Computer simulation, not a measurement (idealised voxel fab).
process module | voxel transistor to metal
cross-section cut | 145 nm wide | cells 5 nm
A cross-section is a grid of square cells, given in bands from the top down. A band is one or more rows of cells.
Each band's line starts with the height of the band's top and of its bottom, in nm. Then come its materials from left to right, each with its width in nm. One material with "throughout" fills the band from edge to edge. "air" is empty space.
Height 0 is the level under which the wafer as received is all one material. The lowest band goes on downwards, as in "0 down".
A width such as "30 to 40" changes by the same amount from each row of cells to the next, from the band's top row to its bottom row.
"no change" after a step means that no cell of the cross-section changed.
closed voids: empty space of 8 cells or more with no open way to the top, each as width x height at its distance from the left edge, in nm
after a step's settings: what the simulator itself notes on the step
overlay nm, on a step with a mask: how far to the right of its planned place the mask lay; to the left if negative
plan
1 op RECEIVE | material Si
2 op CONFORMAL_DEP | material SiO2 | thk nm 5
3 op CONFORMAL_DEP | material SiN | thk nm 15
4 op MASKED_ETCH | tone cover | mask id ACTIVE | width nm 105 | etch materials SiN | depth nm 15 | overlay nm 0
5 op MASKED_ETCH | tone cover | mask id ACTIVE | width nm 105 | etch materials SiO2 | depth nm 5 | overlay nm 0
6 op MASKED_ETCH | tone cover | mask id ACTIVE | width nm 105 | etch materials Si | depth nm 30 | overlay nm 0
7 op FILL_DEP | material SiO2 | thk nm 15
8 op CMP | height nm 20
9 op SELECTIVE_ETCH | etch materials SiO2 | depth nm 10
10 op STRIP | etch materials SiN
11 op SELECTIVE_ETCH | etch materials SiO2 | depth nm 5
12 op OXIDIZE | depth nm 5
13 op DIRECTIONAL_DEP | material polySi | thk nm 20
14 op DIRECTIONAL_DEP | material SiCN | thk nm 10
15 op MASKED_ETCH | tone cover | mask id GATE | width nm 15 | etch materials SiCN | depth nm 20 | overlay nm 0
16 op MASKED_ETCH | tone cover | mask id GATE | width nm 15 | etch materials polySi | depth nm 30 | overlay nm 0
17 op CONFORMAL_DEP | material SiO2 | thk nm 5
18 op DIRECTIONAL_ETCH | etch materials SiO2 | depth nm 5
19 op CONFORMAL_DEP | material SiN | thk nm 5
20 op DIRECTIONAL_ETCH | etch materials SiN | depth nm 5
21 op DIRECTIONAL_ETCH | etch materials SiO2 | depth nm 5
22 op DIRECTIONAL_ETCH | etch materials Si | depth nm 10
23 op EPI | material SiGe | thk nm 15
24 op FILL_DEP | material SiO2 | thk nm 10
25 op CMP | height nm 30
26 op DIRECTIONAL_DEP | material SiO2 | thk nm 15
27 op MASKED_ETCH | tone open | mask id CONTACT | width nm 30 | pitch nm 55 | etch materials SiO2 | depth nm 35 | overlay nm 0
28 op CONFORMAL_DEP | material TiN | thk nm 5
29 op FILL_DEP | material W | thk nm 5
30 op CMP | height nm 45
31 op CONFORMAL_DEP | material SiN | thk nm 5
32 op DIRECTIONAL_DEP | material SiO2 | thk nm 10
33 op DIRECTIONAL_DEP | material aC | thk nm 10
34 op PATTERN | tone open | mask id METAL_1 | material resist | width nm 15 | pitch nm 70 | thk nm 30 | overlay nm 0
35 op DIRECTIONAL_ETCH | etch materials aC | depth nm 10
36 op STRIP | etch materials resist
37 op DIRECTIONAL_ETCH | etch materials SiO2 | depth nm 20
38 op DIRECTIONAL_ETCH | etch materials SiN | depth nm 5
39 op STRIP | etch materials aC
40 op CONFORMAL_DEP | material TiN | thk nm 5
41 op FILL_DEP | material W | thk nm 10
42 op CMP | height nm 70
43 op CONFORMAL_DEP | material SiCN | thk nm 5
44 op DIRECTIONAL_DEP | material lowk | thk nm 35
45 op MASKED_ETCH | tone open | mask id METAL_2 | width nm 15 | pitch nm 70 | etch materials lowk | depth nm 20 | overlay nm 0
46 op DIRECTIONAL_DEP | material aC | thk nm 15
47 op PATTERN | tone open | mask id METAL_2_HOLES | material resist | width nm 15 | pitch nm 70 | thk nm 30 | overlay nm 0
48 op DIRECTIONAL_ETCH | etch materials aC | depth nm 15
49 op STRIP | etch materials resist
50 op DIRECTIONAL_ETCH | etch materials lowk | depth nm 15
51 op DIRECTIONAL_ETCH | etch materials SiCN | depth nm 5
52 op STRIP | etch materials aC
53 op CONFORMAL_DEP | material TiN | thk nm 5
54 op FILL_DEP | material Ru | thk nm 10
55 op CMP | height nm 110
56 op CONFORMAL_DEP | material SiN | thk nm 5
varied across the wafers: thk nm of step 32. The plan shows the first wafer's value. All wafers start alike
first wafer as received, after step 1
  0 down: Si throughout
  closed voids: none
each wafer at the end: cells of each material gained (+) or lost (-) since it was received, then its closed voids
thk nm 10 | +14 Ru | -93 Si | +29 SiCN | +62 SiGe | +66 SiN | +230 SiO2 | +111 TiN | +75 W | +161 lowk | +12 polySi | closed voids: none
thk nm 15 | +14 Ru | -93 Si | +29 SiCN | +62 SiGe | +66 SiN | +253 SiO2 | +115 TiN | +48 W | +161 lowk | +12 polySi | closed voids: none
thk nm 20 | +14 Ru | -93 Si | +29 SiCN | +62 SiGe | +66 SiN | +276 SiO2 | +92 TiN | +48 W | +161 lowk | +12 polySi | closed voids: none
thk nm 25 | +14 Ru | -93 Si | +29 SiCN | +62 SiGe | +72 SiN | +282 SiO2 | +84 TiN | +44 W | +161 lowk | +12 polySi | closed voids: none
thk nm 30 | +14 Ru | -93 Si | +29 SiCN | +62 SiGe | +72 SiN | +288 SiO2 | +80 TiN | +42 W | +161 lowk | +12 polySi | closed voids: none
thk nm 35 | +14 Ru | -93 Si | +29 SiCN | +62 SiGe | +72 SiN | +294 SiO2 | +76 TiN | +40 W | +161 lowk | +12 polySi | closed voids: none
